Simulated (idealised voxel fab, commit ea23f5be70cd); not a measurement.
The process module that follows is named voxel transistor to metal.
Square cells of 5 nm make up the cross-section cut, whose width is 300 nm.
Notation: cross-section as square-cell grid; stated in bands, top first, going down; one or more cell rows per band. Look at the band entry: it leads with the top's height and the bottom's height in nm. Then it lists the materials left to right, with a width in nm for each. The word "throughout" on a single material says that material fills the band edge to edge. The word "empty" is empty space. Heads up on the height convention: 0 is the point under which the incoming wafer is all one material, and the lowest band has no bottom, it just keeps going down, like "from 0 down". Width spec "30->40" -> top row of cells at first value, bottom row at second value, equal per-row change in between. "nothing changed" -> step changed no cross-section cell. Empty spaces counting at least 8 cells and having no open way to the top are listed in "Closed-off voids". The notation width x height at distance is used for each, the distance being from the left edge and all three values in nm. Past the settings on a step's line: simulator remark, on that step. "overlay nm", when on a step's line for a step with a mask, measures how far to the right of its planned place the mask lay; a negative measure means to the left.
Planned step list for the process:
- 1: RECEIVE: material Si
- 2: CONFORMAL_DEP: material SiO2, thk nm 5
- 3: CONFORMAL_DEP: material SiN, thk nm 10
- 4: PATTERN: tone cover, mask id ACTIVE, material resist, width nm 100, pitch nm 125, thk nm 20, overlay nm 0
- 5: DIRECTIONAL_ETCH: etch materials SiN, depth nm 10
- 6: DIRECTIONAL_ETCH: etch materials SiO2, depth nm 5
- 7: DIRECTIONAL_ETCH: etch materials Si, depth nm 20
- 8: STRIP: etch materials resist
- 9: FILL_DEP: material SiO2, thk nm 5
- 10: CMP: height nm 15
- 11: SELECTIVE_ETCH: etch materials SiO2, depth nm 5
- 12: STRIP: etch materials SiN
- 13: SELECTIVE_ETCH: etch materials SiO2, depth nm 5
- 14: OXIDIZE: depth nm 5
- 15: DIRECTIONAL_DEP: material polySi, thk nm 25
- 16: DIRECTIONAL_DEP: material SiCN, thk nm 10
- 17: PATTERN: tone cover, mask id GATE, material resist, width nm 20, pitch nm 125, thk nm 20, overlay nm 0
- 18: DIRECTIONAL_ETCH: etch materials SiCN, depth nm 20
- 19: DIRECTIONAL_ETCH: etch materials polySi, depth nm 35
- 20: STRIP: etch materials resist
- 21: CONFORMAL_DEP: material SiN, thk nm 10
- 22: DIRECTIONAL_ETCH: etch materials SiN, depth nm 10
- 23: DIRECTIONAL_ETCH: etch materials SiO2, depth nm 5
- 24: EPI: material nSi, thk nm 5
- 25: FILL_DEP: material SiO2, thk nm 5
- 26: CMP: height nm 35
- 27: DIRECTIONAL_DEP: material SiO2, thk nm 10
- 28: PATTERN: tone open, mask id CONTACT, material resist, width nm 25, thk nm 20, overlay nm 0
- 29: DIRECTIONAL_ETCH: etch materials SiO2, depth nm 45
- 30: STRIP: etch materials resist
- 31: CONFORMAL_DEP: material TiN, thk nm 5
- 32: FILL_DEP: material W, thk nm 5
- 33: CMP: height nm 45
- 34: DIRECTIONAL_DEP: material TiN, thk nm 5
- 35: DIRECTIONAL_DEP: material Ru, thk nm 25
- 36: MASKED_ETCH: tone cover, mask id METAL_1, width nm 15, etch materials Ru, depth nm 25, overlay nm 0
- 37: MASKED_ETCH: tone cover, mask id METAL_1, width nm 15, etch materials TiN, depth nm 5, overlay nm 0
- 38: FILL_DEP: material SiO2, thk nm 5
- 39: CMP: height nm 75
- 40: CONFORMAL_DEP: material SiN, thk nm 5
Among the wafers covered here, the point of difference is the thk nm at step 31; their starting state is shared, and the plan presents the value of the first wafer.
Received wafers, first of several: cross-section after step 1:
	from 0 down: Si throughout
	Closed-off voids: none
Module end state after final step 40: cross-section of the first of several wafers:
	from 80 to 75: SiN throughout
	from 75 to 50: 45 of SiO2 / 15 of Ru / 50 of SiO2 / 15 of Ru / 45 of SiO2 / 15 of Ru / 50 of SiO2 / 15 of Ru / 50 of SiO2
	from 50 to 45: 45 of SiO2 / 15 of TiN / 50 of SiO2 / 15 of TiN / 45 of SiO2 / 15 of TiN / 50 of SiO2 / 15 of TiN / 50 of SiO2
	from 45 to 35: 45 of SiO2 / 5 of TiN / 15->10 of W / 5->10 of TiN / 30 of SiO2 / 5->10 of TiN / 15->10 of W / 5 of TiN / 45 of SiO2 / 5 of TiN / 15->10 of W / 5->10 of TiN / 30 of SiO2 / 5->10 of TiN / 15->10 of W / 5 of TiN / 50 of SiO2
	from 35 to 25: 45 of SiO2 / 5 of TiN / 10 of W / 5 of TiN / 10 of SiN / 20 of SiCN / 10 of SiN / 5 of TiN / 10 of W / 5 of TiN / 45 of SiO2 / 5 of TiN / 10 of W / 5 of TiN / 10 of SiN / 20 of SiCN / 10 of SiN / 5 of TiN / 10 of W / 5 of TiN / 50 of SiO2
	from 25 to 5: 45 of SiO2 / 5 of TiN / 10 of W / 5 of TiN / 10 of SiN / 20 of polySi / 10 of SiN / 5 of TiN / 10 of W / 5 of TiN / 45 of SiO2 / 5 of TiN / 10 of W / 5 of TiN / 10 of SiN / 20 of polySi / 10 of SiN / 5 of TiN / 10 of W / 5 of TiN / 50 of SiO2
	from 5 to 0: 30 of SiO2 / 10 of SiN / 5 of SiO2 / 20 of TiN / 10 of SiN / 20 of polySi / 10 of SiN / 20 of TiN / 5 of SiO2 / 10 of SiN / 15 of SiO2 / 10 of SiN / 5 of SiO2 / 20 of TiN / 10 of SiN / 20 of polySi / 10 of SiN / 20 of TiN / 5 of SiO2 / 10 of SiN / 35 of SiO2
	from 0 to -5: 40 of SiO2 / 25 of nSi / 40 of SiO2 / 25 of nSi / 35 of SiO2 / 25 of nSi / 40 of SiO2 / 25 of nSi / 45 of SiO2
	from -5 to -20: 35 of SiO2 / 100 of Si / 25 of SiO2 / 100 of Si / 40 of SiO2
	from -20 down: Si throughout
	Closed-off voids: none
Last-wafer cross-section at the end of the module:
	from 80 to 75: SiN throughout
	from 75 to 50: 45 of SiO2 / 15 of Ru / 50 of SiO2 / 15 of Ru / 45 of SiO2 / 15 of Ru / 50 of SiO2 / 15 of Ru / 50 of SiO2
	from 50 to 45: 45 of SiO2 / 15 of TiN / 50 of SiO2 / 15 of TiN / 45 of SiO2 / 15 of TiN / 50 of SiO2 / 15 of TiN / 50 of SiO2
	from 45 to 35: 45 of SiO2 / 25 of TiN / 30 of SiO2 / 25 of TiN / 45 of SiO2 / 25 of TiN / 30 of SiO2 / 25 of TiN / 50 of SiO2
	from 35 to 25: 45 of SiO2 / 20 of TiN / 10 of SiN / 20 of SiCN / 10 of SiN / 20 of TiN / 45 of SiO2 / 20 of TiN / 10 of SiN / 20 of SiCN / 10 of SiN / 20 of TiN / 50 of SiO2
	from 25 to 5: 45 of SiO2 / 20 of TiN / 10 of SiN / 20 of polySi / 10 of SiN / 20 of TiN / 45 of SiO2 / 20 of TiN / 10 of SiN / 20 of polySi / 10 of SiN / 20 of TiN / 50 of SiO2
	from 5 to 0: 30 of SiO2 / 10 of SiN / 5 of SiO2 / 20 of TiN / 10 of SiN / 20 of polySi / 10 of SiN / 20 of TiN / 5 of SiO2 / 10 of SiN / 15 of SiO2 / 10 of SiN / 5 of SiO2 / 20 of TiN / 10 of SiN / 20 of polySi / 10 of SiN / 20 of TiN / 5 of SiO2 / 10 of SiN / 35 of SiO2
	from 0 to -5: 40 of SiO2 / 25 of nSi / 40 of SiO2 / 25 of nSi / 35 of SiO2 / 25 of nSi / 40 of SiO2 / 25 of nSi / 45 of SiO2
	from -5 to -20: 35 of SiO2 / 100 of Si / 25 of SiO2 / 100 of Si / 40 of SiO2
	from -20 down: Si throughout
	Closed-off voids: none
Rows = wafers. At module end, each row lists per material the cells gained (+) or lost (-) since the wafer was received, then the closed voids:
thk nm 5; +60 Ru; -120 Si; +16 SiCN; +124 SiN; +656 SiO2; +96 TiN; +68 W; +20 nSi; +40 polySi; Closed-off voids: none
thk nm 10; +60 Ru; -120 Si; +16 SiCN; +124 SiN; +656 SiO2; +164 TiN; +20 nSi; +40 polySi; Closed-off voids: none
thk nm 15; +60 Ru; -120 Si; +16 SiCN; +124 SiN; +656 SiO2; +164 TiN; +20 nSi; +40 polySi; Closed-off voids: none
thk nm 20; +60 Ru; -120 Si; +16 SiCN; +124 SiN; +656 SiO2; +164 TiN; +20 nSi; +40 polySi; Closed-off voids: none
